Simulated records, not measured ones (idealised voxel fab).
Proc. module: voxel released beams
Cross-section cut spans 210 nm and uses square cells 5 nm in size.
Cross-section = grid of square cells, listed top down in bands; band = one or more rows. Band entry format. Leading values: height of top, height of bottom, nm. Remainder: materials in left-to-right order, each with its width in nm. Special words: "edge to edge" on a single material, which then fills the band edge to edge; "empty", empty space. It should be noted that heights are counted from 0, beneath which the wafer as supplied is of one material throughout, and that the lowest band possesses no lower boundary but continues downward, as written in "top 0, no bottom". A width given as "30->40" starts at the first number in the band's top row and ends at the second number in its bottom row, shifting by an equal amount at every step from row to row. "nothing different" after a step means that no cell of the cross-section changed. Voids not open to the top, 8 cells minimum: see "Enclosed void list". Written width x height at distance; distance is from the left edge; nm. It should be noted that, on the line of a given step, the content following the step's settings is a remark produced by the simulator itself with respect to that step. overlay nm: right-of-plan distance of the mask on a masked step; negative values mean left-of-plan.

**This section lists the process steps that were planned**
1 RECEIVE (material Si)
2 CONFORMAL_DEP (material Al2O3; thk nm 5)
3 DIRECTIONAL_DEP (material SiO2; thk nm 20)
4 DIRECTIONAL_DEP (material aC; thk nm 10)
5 PATTERN (tone open; mask id ANCHOR; material resist; width nm 35; thk nm 25; overlay nm 0)
6 DIRECTIONAL_ETCH (etch materials aC; depth nm 10)
7 STRIP (etch materials resist)
8 DIRECTIONAL_ETCH (etch materials SiO2; depth nm 20)
9 STRIP (etch materials aC)
10 CONFORMAL_DEP (material W; thk nm 10)
11 MASKED_ETCH (tone cover; mask id BEAM; width nm 80; etch materials W; depth nm 10; overlay nm 0)
12 STRIP (etch materials SiO2)

**So, the first of our two wafers, run just as we planned it**

**Cross-section of the wafer at receipt, which is the condition after step 1**
	top 0, no bottom  Si edge to edge
	Enclosed void list: none

**Cross-section: wafer state after step 2**
	top 5, bottom 0  Al2O3 edge to edge
	Under 0: no change, same as before.

**Cross-section: wafer state after step 3**
	top 25, bottom 5  SiO2 edge to edge
	Under 5: no change, same as before.

**Cross-section: wafer state after step 4**
	top 35, bottom 25  aC edge to edge
	Under 25: no change, same as before.

**Cross-section: wafer state after step 5**
	top 60, bottom 35  resist: 65, empty: 35, resist: 110
	Under 35: no change, same as before.

**Cross-section: wafer state after step 6**
	top 50, bottom 35  resist: 65, empty: 35, resist: 110
	top 35, bottom 25  aC: 65, empty: 35, aC: 110
	Under 25: no change, same as before.

**Cross-section: wafer state after step 7**
	top 35, bottom 25  aC: 65, empty: 35, aC: 110
	Under 25: no change, same as before.

**Cross-section: wafer state after step 8**
	top 35, bottom 25  aC: 65, empty: 35, aC: 110
	top 25, bottom 5  SiO2: 65, empty: 35, SiO2: 110
	Under 5: no change, same as before.

**Cross-section: wafer state after step 9**
	top 25, bottom 5  SiO2: 65, empty: 35, SiO2: 110
	Under 5: no change, same as before.

**Cross-section: wafer state after step 10**
	top 35, bottom 25  W: 75, empty: 15, W: 120
	top 25, bottom 15  SiO2: 65, W: 10, empty: 15, W: 10, SiO2: 110
	top 15, bottom 5  SiO2: 65, W: 35, SiO2: 110
	Under 5: no change, same as before.

**Cross-section: wafer state after step 11**
	top 35, bottom 25  empty: 60, W: 15, empty: 15, W: 50, empty: 70
	Under 25: no change, same as before.

**Cross-section: wafer state after step 12**
	top 35, bottom 25  empty: 60, W: 15, empty: 15, W: 50, empty: 70
	top 25, bottom 15  empty: 65, W: 10, empty: 15, W: 10, empty: 110
	top 15, bottom 5  empty: 65, W: 35, empty: 110
	Under 5: no change, same as before.

**The second wafer was prepared from the same starting point and under the same plan as the first; its processing contained one mistake, and it remains indistinguishable from the first wafer up to and including step 3**

**The second wafer in cross-section, at the planned close of step 4**
	top 35, bottom 25  W edge to edge
	Under 25: no change, same as before.

**The second wafer in cross-section, at the planned close of step 5**
	top 60, bottom 35  resist: 65, empty: 35, resist: 110
	Under 35: no change, same as before.

**The second wafer in cross-section, at the planned close of step 6**
	top 50, bottom 35  resist: 65, empty: 35, resist: 110
	Under 35: no change, same as before.

**The second wafer in cross-section, at the planned close of step 7**
	top 35, bottom 25  W edge to edge
	Under 25: no change, same as before.

The second wafer in cross-section, at the planned close of step 8: nothing different

The second wafer in cross-section, at the planned close of step 9: nothing different

**The second wafer in cross-section, at the planned close of step 10**
	top 45, bottom 25  W edge to edge
	Under 25: no change, same as before.

**The second wafer in cross-section, at the planned close of step 11**
	top 45, bottom 35  empty: 60, W: 80, empty: 70
	Under 35: no change, same as before.

The second wafer in cross-section, at the planned close of step 12: nothing different
Error vs. plan: step 4 was processed under conditions differing from the plan, specifically as DIRECTIONAL_DEP (material W; thk nm 10)
at the end the second wafer has, in cells: 168 more of SiO2 | 68 more of W
